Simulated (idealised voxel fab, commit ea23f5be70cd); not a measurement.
process module | voxel spacer lines
cross-section cut | 185 nm wide | cells 5 nm
A cross-section is a grid of square cells, given in bands from the top down. A band is one or more rows of cells.
Each band's line starts with the height of the band's top and of its bottom, in nm. Then come its materials from left to right, each with its width in nm. One material with "throughout" fills the band from edge to edge. "air" is empty space.
Height 0 is the level under which the wafer as received is all one material. The lowest band goes on downwards, as in "0 down".
A width such as "30 to 40" changes by the same amount from each row of cells to the next, from the band's top row to its bottom row.
"no change" after a step means that no cell of the cross-section changed.
closed voids: empty space of 8 cells or more with no open way to the top, each as width x height at its distance from the left edge, in nm
after a step's settings: what the simulator itself notes on the step
overlay nm, on a step with a mask: how far to the right of its planned place the mask lay; to the left if negative
plan
1 op RECEIVE | material Si
2 op CONFORMAL_DEP | material Al2O3 | thk nm 10
3 op DIRECTIONAL_DEP | material W | thk nm 15
4 op DIRECTIONAL_DEP | material aC | thk nm 20
5 op PATTERN | tone cover | mask id MANDREL | material resist | width nm 15 | pitch nm 50 | thk nm 30 | overlay nm 0
6 op DIRECTIONAL_ETCH | etch materials aC | depth nm 20
7 op STRIP | etch materials resist
8 op CONFORMAL_DEP | material SiN | thk nm 10
9 op DIRECTIONAL_ETCH | etch materials SiN | depth nm 10
10 op STRIP | etch materials aC
11 op DIRECTIONAL_ETCH | etch materials W | depth nm 15
12 op STRIP | etch materials SiN
13 op FILL_DEP | material SiO2 | thk nm 10
14 op CMP | height nm 25
as received, after step 1
  0 down: Si throughout
  closed voids: none
first wafer at the end, as planned
  25 to 10: SiO2 25 | W 10 | SiO2 15 | W 10 | SiO2 15 | W 10 | SiO2 15 | W 10 | SiO2 15 | W 10 | SiO2 15 | W 10 | SiO2 25
  10 to 0: Al2O3 throughout
  0 down: Si throughout
  closed voids: none
second wafer at the end: like start, like plan, one mistake
  25 to 10: SiO2 30 | W 10 | SiO2 15 | W 10 | SiO2 15 | W 10 | SiO2 15 | W 10 | SiO2 15 | W 10 | SiO2 15 | W 10 | SiO2 20
  10 to 0: Al2O3 throughout
  0 down: Si throughout
  closed voids: none
what went wrong: step 5 ran as: op PATTERN | tone cover | mask id MANDREL | material resist | width nm 15 | pitch nm 50 | thk nm 30 | overlay nm 5
at the end the second wafer has, in cells: as many of each material as the first, in other places
